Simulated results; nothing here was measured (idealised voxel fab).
The process module presented herein is designated voxel trench capacitor.
Square cells of 5 nm make up the cross-section cut, whose width is 260 nm.
Just so we're on the same page, the cross-sections are grids of square cells, and they're listed out in bands top to bottom, each band one or more rows deep.
Basically the band line says how high the top is and how high the bottom is, in nm, and then what's in it from left to right, every material with its width in nm. Empty space shows up as "blank", and if a single material carries "everywhere" it runs the full band edge to edge.
Height 0 is the level under which the wafer as received is all one material. The lowest band goes on downwards, as in "top 0, no bottom".
Top row gets the first number, bottom row gets the second, and each row in between changes by the same step: that is how a band width like "30..40" works.
Key: "nothing altered" - step with no changed cell in the cross-section.
So "Sealed cavities" is basically the list of trapped voids: any empty space of 8 cells or more that can't reach the top through an opening. They're written width x height at distance, the distance being from the left edge, and it's all nm.
It should be noted that, on the line of a given step, the content following the step's settings is a remark produced by the simulator itself with respect to that step.
overlay nm: how far to the right of its planned place the mask lay on this masked step (negative: to the left).
This section lists the process steps that were planned
1: RECEIVE (material Si)
2: CONFORMAL_DEP (material SiN; thk nm 10)
3: DIRECTIONAL_DEP (material aC; thk nm 15)
4: PATTERN (tone open; mask id TRENCH; material resist; width nm 30; pitch nm 60; thk nm 35; overlay nm -10)
5: DIRECTIONAL_ETCH (etch materials aC; depth nm 15)
6: STRIP (etch materials resist)
7: DIRECTIONAL_ETCH (etch materials SiN; depth nm 10)
8: DIRECTIONAL_ETCH (etch materials Si; depth nm 40)
9: STRIP (etch materials aC)
10: CONFORMAL_DEP (material HfO2; thk nm 5)
11: CONFORMAL_DEP (material TiN; thk nm 5)
12: FILL_DEP (material W; thk nm 10)
13: CMP (height nm 10)
Wafer-to-wafer difference: overlay nm, step 4. Common start. Plan = first wafer's value.
First of several wafers (as received, post step 1), cross-sectional view
> top 0, no bottom | Si everywhere
> Sealed cavities: none
Below: a row per wafer. Contents at end of module: for every material, cells gained since receipt (+) or lost since receipt (-); then closed voids
overlay nm -10 | +96 HfO2 | -192 Si | +56 SiN | +80 TiN | +64 W | Sealed cavities: none
overlay nm -5 | +96 HfO2 | -192 Si | +56 SiN | +80 TiN | +64 W | Sealed cavities: none
overlay nm 0 | +96 HfO2 | -192 Si | +56 SiN | +80 TiN | +64 W | Sealed cavities: none
overlay nm 5 | +96 HfO2 | -192 Si | +56 SiN | +80 TiN | +64 W | Sealed cavities: none
overlay nm 10 | +96 HfO2 | -192 Si | +56 SiN | +80 TiN | +64 W | Sealed cavities: none
